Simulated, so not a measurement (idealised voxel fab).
Module name: voxel gate over fins (process module)
Pictured: cross-section cut, 165 nm wide, on a grid of 5 nm square cells.
Just so we're on the same page, the cross-sections are grids of square cells, and they're listed out in bands top to bottom, each band one or more rows deep. First you get the band's top height and its bottom height, in nm, and then the materials it's made of, left to right, with each width in nm. If you see a single material with "everywhere", that one covers the band edge to edge. "air" is empty space. Beneath 0, the wafer as received is one material, and that level is where height counting begins. The lowest band goes on downward without a bottom; it is written like "0 nm and below". Quick explanation for "30..40": the width changes in equal steps down the rows of cells, from the first number in the band's top row to the second number in its bottom row. "nothing was modified" (step): cross-section cells unchanged, all of them. Closed-off voids of 8+ cells (no open route to the top) go in "Sealed-off cavities", written width x height at distance from the left edge, in nm. Past the settings on a step's line: simulator remark, on that step. When a step includes a mask, the "overlay nm" setting on its line states how far to the right of its planned place that mask lay, and negative values state how far to the left.

PLAN
1,RECEIVE: material Si
2,CONFORMAL_DEP: material SiN, thk nm 5
3,PATTERN: tone cover, mask id FINS, material resist, width nm 15, pitch nm 60, thk nm 20, overlay nm 0
4,DIRECTIONAL_ETCH: etch materials SiN, depth nm 5
5,DIRECTIONAL_ETCH: etch materials Si, depth nm 30
6,STRIP: etch materials resist
7,OXIDIZE: depth nm 5
8,FILL_DEP: material SiO2, thk nm 5
9,CMP: height nm 5
10,MASKED_ETCH: tone open, mask id RAIL, width nm 15, etch materials SiO2, depth nm 30, overlay nm 0
11,CONFORMAL_DEP: material TiN, thk nm 5
12,FILL_DEP: material W, thk nm 10
13,CMP: height nm 5
14,SELECTIVE_ETCH: etch materials W Ru TiN, depth nm 25
15,FILL_DEP: material SiO2, thk nm 5
16,CMP: height nm 5
17,SELECTIVE_ETCH: etch materials SiO2, depth nm 20
18,STRIP: etch materials SiN
19,CONFORMAL_DEP: material HfO2, thk nm 5
20,CONFORMAL_DEP: material TiN, thk nm 5
21,FILL_DEP: material W, thk nm 15
22,CMP: height nm 20
23,CONFORMAL_DEP: material SiN, thk nm 10

FIRST WAFER OUT OF TWO, PROCESSED AS PLANNED

HERE'S WHAT THE WAFER LOOKED LIKE IN CROSS-SECTION WHEN IT ARRIVED - THAT'S AFTER STEP 1
* 0 nm and below: Si everywhere
* Sealed-off cavities: none

YOU'RE LOOKING AT A CROSS-SECTION OF THE WAFER AFTER STEP 2
* 5 nm to 0 nm: SiN everywhere
* Anything lower than 0 is untouched.

YOU'RE LOOKING AT A CROSS-SECTION OF THE WAFER AFTER STEP 3
* 25 nm to 5 nm: air: 15; resist: 15; air: 45; resist: 15; air: 45; resist: 15; air: 15
* Anything lower than 5 is untouched.

YOU'RE LOOKING AT A CROSS-SECTION OF THE WAFER AFTER STEP 4
* 25 nm to 5 nm: air: 15; resist: 15; air: 45; resist: 15; air: 45; resist: 15; air: 15
* 5 nm to 0 nm: air: 15; SiN: 15; air: 45; SiN: 15; air: 45; SiN: 15; air: 15
* Anything lower than 0 is untouched.

YOU'RE LOOKING AT A CROSS-SECTION OF THE WAFER AFTER STEP 5
* 25 nm to 5 nm: air: 15; resist: 15; air: 45; resist: 15; air: 45; resist: 15; air: 15
* 5 nm to 0 nm: air: 15; SiN: 15; air: 45; SiN: 15; air: 45; SiN: 15; air: 15
* 0 nm to -30 nm: air: 15; Si: 15; air: 45; Si: 15; air: 45; Si: 15; air: 15
* Anything lower than -30 is untouched.

YOU'RE LOOKING AT A CROSS-SECTION OF THE WAFER AFTER STEP 6
* 5 nm to 0 nm: air: 15; SiN: 15; air: 45; SiN: 15; air: 45; SiN: 15; air: 15
* Anything lower than 0 is untouched.

YOU'RE LOOKING AT A CROSS-SECTION OF THE WAFER AFTER STEP 7
* 5 nm to 0 nm: air: 15; SiN: 15; air: 45; SiN: 15; air: 45; SiN: 15; air: 15
* 0 nm to -30 nm: air: 15; SiO2: 5; Si: 5; SiO2: 5; air: 45; SiO2: 5; Si: 5; SiO2: 5; air: 45; SiO2: 5; Si: 5; SiO2: 5; air: 15
* -30 nm to -35 nm: SiO2: 20; Si: 5; SiO2: 55; Si: 5; SiO2: 55; Si: 5; SiO2: 20
* Anything lower than -35 is untouched.

YOU'RE LOOKING AT A CROSS-SECTION OF THE WAFER AFTER STEP 8
* 10 nm to 5 nm: SiO2 everywhere
* 5 nm to 0 nm: SiO2: 15; SiN: 15; SiO2: 45; SiN: 15; SiO2: 45; SiN: 15; SiO2: 15
* 0 nm to -35 nm: SiO2: 20; Si: 5; SiO2: 55; Si: 5; SiO2: 55; Si: 5; SiO2: 20
* Anything lower than -35 is untouched.

YOU'RE LOOKING AT A CROSS-SECTION OF THE WAFER AFTER STEP 9
* 5 nm to 0 nm: SiO2: 15; SiN: 15; SiO2: 45; SiN: 15; SiO2: 45; SiN: 15; SiO2: 15
* Anything lower than 0 is untouched.

YOU'RE LOOKING AT A CROSS-SECTION OF THE WAFER AFTER STEP 10
* 5 nm to 0 nm: SiO2: 15; SiN: 15; SiO2: 15; air: 15; SiO2: 15; SiN: 15; SiO2: 45; SiN: 15; SiO2: 15
* 0 nm to -25 nm: SiO2: 20; Si: 5; SiO2: 20; air: 15; SiO2: 20; Si: 5; SiO2: 55; Si: 5; SiO2: 20
* Anything lower than -25 is untouched.

YOU'RE LOOKING AT A CROSS-SECTION OF THE WAFER AFTER STEP 11
* 10 nm to 5 nm: TiN: 50; air: 5; TiN: 110
* 5 nm to 0 nm: SiO2: 15; SiN: 15; SiO2: 15; TiN: 5; air: 5; TiN: 5; SiO2: 15; SiN: 15; SiO2: 45; SiN: 15; SiO2: 15
* 0 nm to -20 nm: SiO2: 20; Si: 5; SiO2: 20; TiN: 5; air: 5; TiN: 5; SiO2: 20; Si: 5; SiO2: 55; Si: 5; SiO2: 20
* -20 nm to -25 nm: SiO2: 20; Si: 5; SiO2: 20; TiN: 15; SiO2: 20; Si: 5; SiO2: 55; Si: 5; SiO2: 20
* Anything lower than -25 is untouched.

YOU'RE LOOKING AT A CROSS-SECTION OF THE WAFER AFTER STEP 12
* 20 nm to 10 nm: W everywhere
* 10 nm to 5 nm: TiN: 50; W: 5; TiN: 110
* 5 nm to 0 nm: SiO2: 15; SiN: 15; SiO2: 15; TiN: 5; W: 5; TiN: 5; SiO2: 15; SiN: 15; SiO2: 45; SiN: 15; SiO2: 15
* 0 nm to -20 nm: SiO2: 20; Si: 5; SiO2: 20; TiN: 5; W: 5; TiN: 5; SiO2: 20; Si: 5; SiO2: 55; Si: 5; SiO2: 20
* Anything lower than -20 is untouched.

YOU'RE LOOKING AT A CROSS-SECTION OF THE WAFER AFTER STEP 13
* 5 nm to 0 nm: SiO2: 15; SiN: 15; SiO2: 15; TiN: 5; W: 5; TiN: 5; SiO2: 15; SiN: 15; SiO2: 45; SiN: 15; SiO2: 15
* Anything lower than 0 is untouched.

YOU'RE LOOKING AT A CROSS-SECTION OF THE WAFER AFTER STEP 14
* 5 nm to 0 nm: SiO2: 15; SiN: 15; SiO2: 15; air: 15; SiO2: 15; SiN: 15; SiO2: 45; SiN: 15; SiO2: 15
* 0 nm to -20 nm: SiO2: 20; Si: 5; SiO2: 20; air: 15; SiO2: 20; Si: 5; SiO2: 55; Si: 5; SiO2: 20
* Anything lower than -20 is untouched.

YOU'RE LOOKING AT A CROSS-SECTION OF THE WAFER AFTER STEP 15
* 10 nm to 5 nm: SiO2 everywhere
* 5 nm to 0 nm: SiO2: 15; SiN: 15; SiO2: 45; SiN: 15; SiO2: 45; SiN: 15; SiO2: 15
* 0 nm to -20 nm: SiO2: 20; Si: 5; SiO2: 55; Si: 5; SiO2: 55; Si: 5; SiO2: 20
* Anything lower than -20 is untouched.

YOU'RE LOOKING AT A CROSS-SECTION OF THE WAFER AFTER STEP 16
* 5 nm to 0 nm: SiO2: 15; SiN: 15; SiO2: 45; SiN: 15; SiO2: 45; SiN: 15; SiO2: 15
* Anything lower than 0 is untouched.

YOU'RE LOOKING AT A CROSS-SECTION OF THE WAFER AFTER STEP 17
* 5 nm to 0 nm: air: 15; SiN: 15; air: 45; SiN: 15; air: 45; SiN: 15; air: 15
* 0 nm to -15 nm: air: 20; Si: 5; air: 55; Si: 5; air: 55; Si: 5; air: 20
* Anything lower than -15 is untouched.

YOU'RE LOOKING AT A CROSS-SECTION OF THE WAFER AFTER STEP 18
* 0 nm to -15 nm: air: 20; Si: 5; air: 55; Si: 5; air: 55; Si: 5; air: 20
* Anything lower than -15 is untouched.

YOU'RE LOOKING AT A CROSS-SECTION OF THE WAFER AFTER STEP 19
* 5 nm to 0 nm: air: 15; HfO2: 15; air: 45; HfO2: 15; air: 45; HfO2: 15; air: 15
* 0 nm to -10 nm: air: 15; HfO2: 5; Si: 5; HfO2: 5; air: 45; HfO2: 5; Si: 5; HfO2: 5; air: 45; HfO2: 5; Si: 5; HfO2: 5; air: 15
* -10 nm to -15 nm: HfO2: 20; Si: 5; HfO2: 55; Si: 5; HfO2: 55; Si: 5; HfO2: 20
* Anything lower than -15 is untouched.

YOU'RE LOOKING AT A CROSS-SECTION OF THE WAFER AFTER STEP 20
* 10 nm to 5 nm: air: 10; TiN: 25; air: 35; TiN: 25; air: 35; TiN: 25; air: 10
* 5 nm to 0 nm: air: 10; TiN: 5; HfO2: 15; TiN: 5; air: 35; TiN: 5; HfO2: 15; TiN: 5; air: 35; TiN: 5; HfO2: 15; TiN: 5; air: 10
* 0 nm to -5 nm: air: 10; TiN: 5; HfO2: 5; Si: 5; HfO2: 5; TiN: 5; air: 35; TiN: 5; HfO2: 5; Si: 5; HfO2: 5; TiN: 5; air: 35; TiN: 5; HfO2: 5; Si: 5; HfO2: 5; TiN: 5; air: 10
* -5 nm to -10 nm: TiN: 15; HfO2: 5; Si: 5; HfO2: 5; TiN: 45; HfO2: 5; Si: 5; HfO2: 5; TiN: 45; HfO2: 5; Si: 5; HfO2: 5; TiN: 15
* Anything lower than -10 is untouched.

YOU'RE LOOKING AT A CROSS-SECTION OF THE WAFER AFTER STEP 21
* 25 nm to 10 nm: W everywhere
* 10 nm to 5 nm: W: 10; TiN: 25; W: 35; TiN: 25; W: 35; TiN: 25; W: 10
* 5 nm to 0 nm: W: 10; TiN: 5; HfO2: 15; TiN: 5; W: 35; TiN: 5; HfO2: 15; TiN: 5; W: 35; TiN: 5; HfO2: 15; TiN: 5; W: 10
* 0 nm to -5 nm: W: 10; TiN: 5; HfO2: 5; Si: 5; HfO2: 5; TiN: 5; W: 35; TiN: 5; HfO2: 5; Si: 5; HfO2: 5; TiN: 5; W: 35; TiN: 5; HfO2: 5; Si: 5; HfO2: 5; TiN: 5; W: 10
* Anything lower than -5 is untouched.

YOU'RE LOOKING AT A CROSS-SECTION OF THE WAFER AFTER STEP 22
* 20 nm to 10 nm: W everywhere
* Anything lower than 10 is untouched.

YOU'RE LOOKING AT A CROSS-SECTION OF THE WAFER AFTER STEP 23
* 30 nm to 20 nm: SiN everywhere
* Anything lower than 20 is untouched.

COMPANION WAFER, THE SECOND OF TWO: SAME BEGINNING, SAME INTENDED SEQUENCE, ONE MISTAKE IN CARRYING IT OUT; THROUGH STEP 9 INCLUSIVE IT TRACKS THE FIRST EXACTLY

CROSS-SECTION OF THE SECOND WAFER AT THE TIME STEP 10 OF THE PLAN SHOULD HAVE ENDED
* 5 nm to 0 nm: SiO2: 15; SiN: 15; SiO2: 10; air: 25; SiO2: 10; SiN: 15; SiO2: 45; SiN: 15; SiO2: 15
* 0 nm to -25 nm: SiO2: 20; Si: 5; SiO2: 15; air: 25; SiO2: 15; Si: 5; SiO2: 55; Si: 5; SiO2: 20
* Anything lower than -25 is untouched.

CROSS-SECTION OF THE SECOND WAFER AT THE TIME STEP 11 OF THE PLAN SHOULD HAVE ENDED
* 10 nm to 5 nm: TiN: 45; air: 15; TiN: 105
* 5 nm to 0 nm: SiO2: 15; SiN: 15; SiO2: 10; TiN: 5; air: 15; TiN: 5; SiO2: 10; SiN: 15; SiO2: 45; SiN: 15; SiO2: 15
* 0 nm to -20 nm: SiO2: 20; Si: 5; SiO2: 15; TiN: 5; air: 15; TiN: 5; SiO2: 15; Si: 5; SiO2: 55; Si: 5; SiO2: 20
* -20 nm to -25 nm: SiO2: 20; Si: 5; SiO2: 15; TiN: 25; SiO2: 15; Si: 5; SiO2: 55; Si: 5; SiO2: 20
* Anything lower than -25 is untouched.

CROSS-SECTION OF THE SECOND WAFER AT THE TIME STEP 12 OF THE PLAN SHOULD HAVE ENDED
* 20 nm to 10 nm: W everywhere
* 10 nm to 5 nm: TiN: 45; W: 15; TiN: 105
* 5 nm to 0 nm: SiO2: 15; SiN: 15; SiO2: 10; TiN: 5; W: 15; TiN: 5; SiO2: 10; SiN: 15; SiO2: 45; SiN: 15; SiO2: 15
* 0 nm to -20 nm: SiO2: 20; Si: 5; SiO2: 15; TiN: 5; W: 15; TiN: 5; SiO2: 15; Si: 5; SiO2: 55; Si: 5; SiO2: 20
* Anything lower than -20 is untouched.

CROSS-SECTION OF THE SECOND WAFER AT THE TIME STEP 13 OF THE PLAN SHOULD HAVE ENDED
* 5 nm to 0 nm: SiO2: 15; SiN: 15; SiO2: 10; TiN: 5; W: 15; TiN: 5; SiO2: 10; SiN: 15; SiO2: 45; SiN: 15; SiO2: 15
* Anything lower than 0 is untouched.

CROSS-SECTION OF THE SECOND WAFER AT THE TIME STEP 14 OF THE PLAN SHOULD HAVE ENDED
* 5 nm to 0 nm: SiO2: 15; SiN: 15; SiO2: 10; air: 25; SiO2: 10; SiN: 15; SiO2: 45; SiN: 15; SiO2: 15
* 0 nm to -20 nm: SiO2: 20; Si: 5; SiO2: 15; air: 25; SiO2: 15; Si: 5; SiO2: 55; Si: 5; SiO2: 20
* Anything lower than -20 is untouched.

CROSS-SECTION OF THE SECOND WAFER AT THE TIME STEP 15 OF THE PLAN SHOULD HAVE ENDED
* 10 nm to 5 nm: SiO2 everywhere
* 5 nm to 0 nm: SiO2: 15; SiN: 15; SiO2: 45; SiN: 15; SiO2: 45; SiN: 15; SiO2: 15
* 0 nm to -20 nm: SiO2: 20; Si: 5; SiO2: 55; Si: 5; SiO2: 55; Si: 5; SiO2: 20
* Anything lower than -20 is untouched.

CROSS-SECTION OF THE SECOND WAFER AT THE TIME STEP 16 OF THE PLAN SHOULD HAVE ENDED
* 5 nm to 0 nm: SiO2: 15; SiN: 15; SiO2: 45; SiN: 15; SiO2: 45; SiN: 15; SiO2: 15
* Anything lower than 0 is untouched.

CROSS-SECTION OF THE SECOND WAFER AT THE TIME STEP 17 OF THE PLAN SHOULD HAVE ENDED
* 5 nm to 0 nm: air: 15; SiN: 15; air: 45; SiN: 15; air: 45; SiN: 15; air: 15
* 0 nm to -15 nm: air: 20; Si: 5; air: 55; Si: 5; air: 55; Si: 5; air: 20
* Anything lower than -15 is untouched.

CROSS-SECTION OF THE SECOND WAFER AT THE TIME STEP 18 OF THE PLAN SHOULD HAVE ENDED
* 0 nm to -15 nm: air: 20; Si: 5; air: 55; Si: 5; air: 55; Si: 5; air: 20
* Anything lower than -15 is untouched.

CROSS-SECTION OF THE SECOND WAFER AT THE TIME STEP 19 OF THE PLAN SHOULD HAVE ENDED
* 5 nm to 0 nm: air: 15; HfO2: 15; air: 45; HfO2: 15; air: 45; HfO2: 15; air: 15
* 0 nm to -10 nm: air: 15; HfO2: 5; Si: 5; HfO2: 5; air: 45; HfO2: 5; Si: 5; HfO2: 5; air: 45; HfO2: 5; Si: 5; HfO2: 5; air: 15
* -10 nm to -15 nm: HfO2: 20; Si: 5; HfO2: 55; Si: 5; HfO2: 55; Si: 5; HfO2: 20
* Anything lower than -15 is untouched.

CROSS-SECTION OF THE SECOND WAFER AT THE TIME STEP 20 OF THE PLAN SHOULD HAVE ENDED
* 10 nm to 5 nm: air: 10; TiN: 25; air: 35; TiN: 25; air: 35; TiN: 25; air: 10
* 5 nm to 0 nm: air: 10; TiN: 5; HfO2: 15; TiN: 5; air: 35; TiN: 5; HfO2: 15; TiN: 5; air: 35; TiN: 5; HfO2: 15; TiN: 5; air: 10
* 0 nm to -5 nm: air: 10; TiN: 5; HfO2: 5; Si: 5; HfO2: 5; TiN: 5; air: 35; TiN: 5; HfO2: 5; Si: 5; HfO2: 5; TiN: 5; air: 35; TiN: 5; HfO2: 5; Si: 5; HfO2: 5; TiN: 5; air: 10
* -5 nm to -10 nm: TiN: 15; HfO2: 5; Si: 5; HfO2: 5; TiN: 45; HfO2: 5; Si: 5; HfO2: 5; TiN: 45; HfO2: 5; Si: 5; HfO2: 5; TiN: 15
* Anything lower than -10 is untouched.

CROSS-SECTION OF THE SECOND WAFER AT THE TIME STEP 21 OF THE PLAN SHOULD HAVE ENDED
* 25 nm to 10 nm: W everywhere
* 10 nm to 5 nm: W: 10; TiN: 25; W: 35; TiN: 25; W: 35; TiN: 25; W: 10
* 5 nm to 0 nm: W: 10; TiN: 5; HfO2: 15; TiN: 5; W: 35; TiN: 5; HfO2: 15; TiN: 5; W: 35; TiN: 5; HfO2: 15; TiN: 5; W: 10
* 0 nm to -5 nm: W: 10; TiN: 5; HfO2: 5; Si: 5; HfO2: 5; TiN: 5; W: 35; TiN: 5; HfO2: 5; Si: 5; HfO2: 5; TiN: 5; W: 35; TiN: 5; HfO2: 5; Si: 5; HfO2: 5; TiN: 5; W: 10
* Anything lower than -5 is untouched.

CROSS-SECTION OF THE SECOND WAFER AT THE TIME STEP 22 OF THE PLAN SHOULD HAVE ENDED
* 20 nm to 10 nm: W everywhere
* Anything lower than 10 is untouched.

CROSS-SECTION OF THE SECOND WAFER AT THE TIME STEP 23 OF THE PLAN SHOULD HAVE ENDED
* 30 nm to 20 nm: SiN everywhere
* Anything lower than 20 is untouched.
What broke from the plan during processing? step 10 ran with different settings than intended, the actual operation and settings being MASKED_ETCH: tone open, mask id RAIL, width nm 25, etch materials SiO2, depth nm 30, overlay nm 0
Wafer comparison, final, in cells, second relative to first, materials more or fewer: -2 SiO2; +2 TiN
